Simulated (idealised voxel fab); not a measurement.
Process module under the name voxel released beams
It is cross-section cut that appears here, measuring 155 nm in width, its square cells being 5 nm in size.
Throughout this document, each cross-section is represented as a grid of square cells and is presented as a sequence of bands enumerated from the top downward, where a band comprises one or more rows of cells.
Band entry format. Leading values: height of top, height of bottom, nm. Remainder: materials in left-to-right order, each with its width in nm. Special words: "full width" on a single material, which then fills the band edge to edge; "air", empty space.
Where do heights start? At 0: under that level the wafer as delivered is made of one material only. And the lowest band has no floor; it just carries on downward, as in "0 -> down".
Width spec "30..40" -> top row of cells at first value, bottom row at second value, equal per-row change in between.
No cell of the cross-section changed in a step that is given as "no alteration".
"Fully enclosed voids" lists enclosed empty spaces (at least 8 cells, no open path upward to the top), each as width x height at distance from the left edge, in nm.
Anything after a step's settings on that line? It's the simulator's own note about the step.
Among the settings permitted on a step's line is "overlay nm"; applied to a step with a mask, it specifies the extent to which the mask lay to the right of its planned position, whereas a negative figure signifies a position to the left.
### Process steps - plan
- 1: RECEIVE [material Si]
- 2: CONFORMAL_DEP [material Al2O3] [thk nm 5]
- 3: DIRECTIONAL_DEP [material SiO2] [thk nm 10]
- 4: DIRECTIONAL_DEP [material aC] [thk nm 15]
- 5: PATTERN [tone open] [mask id ANCHOR] [material resist] [width nm 40] [thk nm 35] [overlay nm 0]
- 6: DIRECTIONAL_ETCH [etch materials aC] [depth nm 15]
- 7: STRIP [etch materials resist]
- 8: DIRECTIONAL_ETCH [etch materials SiO2] [depth nm 10]
- 9: STRIP [etch materials aC]
- 10: CONFORMAL_DEP [material SiN] [thk nm 15]
- 11: MASKED_ETCH [tone cover] [mask id BEAM] [width nm 100] [etch materials SiN] [depth nm 15] [overlay nm 0]
- 12: STRIP [etch materials SiO2]
### First wafer of two (run as planned)
### Here's what the wafer looked like in cross-section when it arrived - that's after step 1
    0 -> down | Si full width
    Fully enclosed voids: none
### Upon completion of step 2, the wafer appears in cross-section as shown
    5 -> 0 | Al2O3 full width
    Below a height of 0, the structure has not been altered.
### Upon completion of step 3, the wafer appears in cross-section as shown
    15 -> 5 | SiO2 full width
    Below a height of 5, the structure has not been altered.
### Upon completion of step 4, the wafer appears in cross-section as shown
    30 -> 15 | aC full width
    Below a height of 15, the structure has not been altered.
### Upon completion of step 5, the wafer appears in cross-section as shown
    65 -> 30 | 30 of resist, 40 of air, 85 of resist
    Below a height of 30, the structure has not been altered.
### Upon completion of step 6, the wafer appears in cross-section as shown
    50 -> 30 | 30 of resist, 40 of air, 85 of resist
    30 -> 15 | 30 of aC, 40 of air, 85 of aC
    Below a height of 15, the structure has not been altered.
### Upon completion of step 7, the wafer appears in cross-section as shown
    30 -> 15 | 30 of aC, 40 of air, 85 of aC
    Below a height of 15, the structure has not been altered.
### Upon completion of step 8, the wafer appears in cross-section as shown
    30 -> 15 | 30 of aC, 40 of air, 85 of aC
    15 -> 5 | 30 of SiO2, 40 of air, 85 of SiO2
    Below a height of 5, the structure has not been altered.
### Upon completion of step 9, the wafer appears in cross-section as shown
    15 -> 5 | 30 of SiO2, 40 of air, 85 of SiO2
    Below a height of 5, the structure has not been altered.
### Upon completion of step 10, the wafer appears in cross-section as shown
    30 -> 20 | 45 of SiN, 10 of air, 100 of SiN
    20 -> 15 | SiN full width
    15 -> 5 | 30 of SiO2, 40 of SiN, 85 of SiO2
    Below a height of 5, the structure has not been altered.
### Upon completion of step 11, the wafer appears in cross-section as shown
    30 -> 20 | 25 of air, 20 of SiN, 10 of air, 70 of SiN, 30 of air
    20 -> 15 | 25 of air, 100 of SiN, 30 of air
    Below a height of 15, the structure has not been altered.
### Upon completion of step 12, the wafer appears in cross-section as shown
    30 -> 20 | 25 of air, 20 of SiN, 10 of air, 70 of SiN, 30 of air
    20 -> 15 | 25 of air, 100 of SiN, 30 of air
    15 -> 5 | 30 of air, 40 of SiN, 85 of air
    Below a height of 5, the structure has not been altered.
### Now the other wafer: same start, same recipe, but we messed up one thing when running it. Up to and including step 1 it's the same as the first one
### Second wafer cross-section, taken as of the time the plan sets for step 2 to be done
    10 -> 0 | SiO2 full width
    Below a height of 0, the structure has not been altered.
### Second wafer cross-section, taken as of the time the plan sets for step 3 to be done
    15 -> 10 | Al2O3 full width
    Below a height of 10, the structure has not been altered.
### Second wafer cross-section, taken as of the time the plan sets for step 4 to be done
    30 -> 15 | aC full width
    Below a height of 15, the structure has not been altered.
### Second wafer cross-section, taken as of the time the plan sets for step 5 to be done
    65 -> 30 | 30 of resist, 40 of air, 85 of resist
    Below a height of 30, the structure has not been altered.
### Second wafer cross-section, taken as of the time the plan sets for step 6 to be done
    50 -> 30 | 30 of resist, 40 of air, 85 of resist
    30 -> 15 | 30 of aC, 40 of air, 85 of aC
    Below a height of 15, the structure has not been altered.
### Second wafer cross-section, taken as of the time the plan sets for step 7 to be done
    30 -> 15 | 30 of aC, 40 of air, 85 of aC
    Below a height of 15, the structure has not been altered.
Second wafer cross-section, taken as of the time the plan sets for step 8 to be done: no alteration
### Second wafer cross-section, taken as of the time the plan sets for step 9 to be done
    15 -> 10 | Al2O3 full width
    Below a height of 10, the structure has not been altered.
### Second wafer cross-section, taken as of the time the plan sets for step 10 to be done
    30 -> 15 | SiN full width
    Below a height of 15, the structure has not been altered.
### Second wafer cross-section, taken as of the time the plan sets for step 11 to be done
    30 -> 15 | 25 of air, 100 of SiN, 30 of air
    Below a height of 15, the structure has not been altered.
Second wafer cross-section, taken as of the time the plan sets for step 12 to be done: no alteration
What was the processing mistake? the processing plan was not followed for steps 2 and 3, which were run with their positions exchanged
At the finish, the second wafer shows more or fewer cells for some materials than the first does: 12 fewer of SiN, 62 more of SiO2
